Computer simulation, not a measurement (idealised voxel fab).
This section sets out a process module, namely voxel transistor to metal.
In the cross-section labelled cut, the width is 155 nm and each square cell is 5 nm.
Reading order for cross-sections: top band down to bottom band. Underlying form: a grid of square cells. Band size: one or more rows of cells. First you get the band's top height and its bottom height, in nm, and then the materials it's made of, left to right, with each width in nm. If you see a single material with "all across", that one covers the band edge to edge. "air" is empty space. A quick word on heights: they are counted from 0, and under that level the wafer as it came to us is one material throughout. The lowest band is different from the rest in having no bottom; it simply continues downward, written as in "top 0, no bottom". A width such as "30 to 40" changes by the same amount from each row of cells to the next, from the band's top row to its bottom row. A step reported as "nothing got changed" is a step in which no cell of the cross-section changed. Reported under the label "Sealed void list" are the empty spaces having no open way to the top and comprising 8 cells or more; the notation for each is width x height at distance, in which the distance is measured from the left edge and all three values are in nm. Step line, after settings: the simulator's comment on this step. overlay nm, on a step with a mask: how far to the right of its planned place the mask lay; to the left if negative.
**Listed below are the process steps as planned**
1,op RECEIVE | material Si
2,op OXIDIZE | depth nm 5
3,op CONFORMAL_DEP | material SiN | thk nm 15
4,op DIRECTIONAL_DEP | material aC | thk nm 10
5,op PATTERN | tone cover | mask id ACTIVE | material resist | width nm 105 | thk nm 25 | overlay nm 0
6,op DIRECTIONAL_ETCH | etch materials aC | depth nm 10
7,op STRIP | etch materials resist
8,op DIRECTIONAL_ETCH | etch materials SiN | depth nm 15
9,op DIRECTIONAL_ETCH | etch materials SiO2 | depth nm 5
10,op DIRECTIONAL_ETCH | etch materials Si | depth nm 30
11,op STRIP | etch materials aC
12,op OXIDIZE | depth nm 5
13,op FILL_DEP | material SiO2 | thk nm 15
14,op CMP | height nm 15
15,op SELECTIVE_ETCH | etch materials SiO2 | depth nm 15
16,op STRIP | etch materials SiN
17,op SELECTIVE_ETCH | etch materials SiO2 | depth nm 5
18,op OXIDIZE | depth nm 5
19,op DIRECTIONAL_DEP | material polySi | thk nm 25
20,op DIRECTIONAL_DEP | material SiCN | thk nm 10
21,op PATTERN | tone cover | mask id GATE | material resist | width nm 15 | thk nm 15 | overlay nm 0
22,op DIRECTIONAL_ETCH | etch materials SiCN | depth nm 20
23,op DIRECTIONAL_ETCH | etch materials polySi | depth nm 35
24,op STRIP | etch materials resist
25,op CONFORMAL_DEP | material SiN | thk nm 10
26,op DIRECTIONAL_ETCH | etch materials SiN | depth nm 10
27,op DIRECTIONAL_ETCH | etch materials SiO2 | depth nm 5
28,op EPI | material nSi | thk nm 5
29,op FILL_DEP | material SiO2 | thk nm 10
30,op CMP | height nm 30
31,op DIRECTIONAL_DEP | material SiO2 | thk nm 10
32,op PATTERN | tone open | mask id CONTACT | material resist | width nm 30 | pitch nm 55 | thk nm 20 | overlay nm 0
33,op DIRECTIONAL_ETCH | etch materials SiO2 | depth nm 45
34,op STRIP | etch materials resist
35,op CONFORMAL_DEP | material TiN | thk nm 5
36,op FILL_DEP | material Ru | thk nm 5
37,op CMP | height nm 40
38,op DIRECTIONAL_DEP | material TiN | thk nm 5
39,op DIRECTIONAL_DEP | material Ru | thk nm 15
40,op PATTERN | tone cover | mask id METAL_1 | material resist | width nm 20 | pitch nm 65 | thk nm 15 | overlay nm 0
41,op DIRECTIONAL_ETCH | etch materials Ru | depth nm 15
42,op DIRECTIONAL_ETCH | etch materials TiN | depth nm 5
43,op STRIP | etch materials resist
44,op CONFORMAL_DEP | material SiN | thk nm 5
45,op FILL_DEP | material SiO2 | thk nm 5
46,op CMP | height nm 60
47,op CONFORMAL_DEP | material SiCN | thk nm 5
48,op DIRECTIONAL_DEP | material SiO2 | thk nm 35
49,op DIRECTIONAL_DEP | material aC | thk nm 10
50,op PATTERN | tone open | mask id METAL_2_HOLES | material resist | width nm 15 | pitch nm 65 | thk nm 30 | overlay nm 0
51,op DIRECTIONAL_ETCH | etch materials aC | depth nm 10
52,op STRIP | etch materials resist
53,op DIRECTIONAL_ETCH | etch materials SiO2 | depth nm 35
54,op STRIP | etch materials aC
55,op DIRECTIONAL_DEP | material aC | thk nm 15
56,op PATTERN | tone open | mask id METAL_2 | material resist | width nm 20 | pitch nm 65 | thk nm 35 | overlay nm 0
57,op DIRECTIONAL_ETCH | etch materials aC | depth nm 15
58,op STRIP | etch materials resist
59,op DIRECTIONAL_ETCH | etch materials SiO2 | depth nm 20
60,op DIRECTIONAL_ETCH | etch materials SiCN | depth nm 5
61,op STRIP | etch materials aC
62,op CONFORMAL_DEP | material TiN | thk nm 5
63,op FILL_DEP | material Ru | thk nm 5
64,op CMP | height nm 100
65,op CONFORMAL_DEP | material SiN | thk nm 5
**Cross-section of the wafer upon arrival, representing the state reached after step 1**
top 0, no bottom: Si all across
Sealed void list: none
**Module complete, cross-section. Starting point and plan per above. One mistake made in running the module**
top 105, bottom 100: SiN all across
top 100, bottom 85: 35 SiO2, 5 TiN, 10 Ru, 5 TiN, 45 SiO2, 5 TiN, 10 Ru, 5 TiN, 35 SiO2
top 85, bottom 80: 35 SiO2, 5 TiN, 5 Ru, 10 TiN, 45 SiO2, 5 TiN, 5 Ru, 10 TiN, 35 SiO2
top 80, bottom 65: 35 SiO2, 5 TiN, 5 Ru, 5 TiN, 50 SiO2, 5 TiN, 5 Ru, 5 TiN, 40 SiO2
top 65, bottom 60: 35 SiCN, 15 TiN, 50 SiCN, 15 TiN, 40 SiCN
top 60, bottom 45: 30 SiO2, 5 SiN, 20 Ru, 5 SiN, 35 SiO2, 5 SiN, 20 Ru, 5 SiN, 30 SiO2
top 45, bottom 40: 35 SiN, 20 TiN, 45 SiN, 20 TiN, 35 SiN
top 40, bottom 30: 35 SiO2, 5 TiN, 20 Ru, 5 TiN, 25 SiO2, 5 TiN, 20 Ru, 5 TiN, 35 SiO2
top 30, bottom 25: 35 SiO2, 5 TiN, 20 Ru, 5 TiN, 5 SiO2, 15 SiCN, 5 SiO2, 5 TiN, 20 Ru, 5 TiN, 35 SiO2
top 25, bottom 20: 35 SiO2, 5 TiN, 20 Ru, 5 TiN, 5 SiN, 15 SiCN, 5 SiN, 5 TiN, 20 Ru, 5 TiN, 35 SiO2
top 20, bottom 0: 35 SiO2, 5 TiN, 20 Ru, 5 TiN, 5 SiN, 15 polySi, 5 SiN, 5 TiN, 20 Ru, 5 TiN, 35 SiO2
top 0, bottom -5: 35 SiO2, 30 TiN, 5 SiN, 15 polySi, 5 SiN, 30 TiN, 35 SiO2
top -5, bottom -10: 25 SiO2, 40 nSi, 25 SiO2, 40 nSi, 25 SiO2
top -10, bottom -40: 30 SiO2, 95 Si, 30 SiO2
top -40, no bottom: Si all across
Sealed void list: none
Processing error: step 25 ran with different settings than intended, the actual operation and settings being op CONFORMAL_DEP | material SiN | thk nm 5
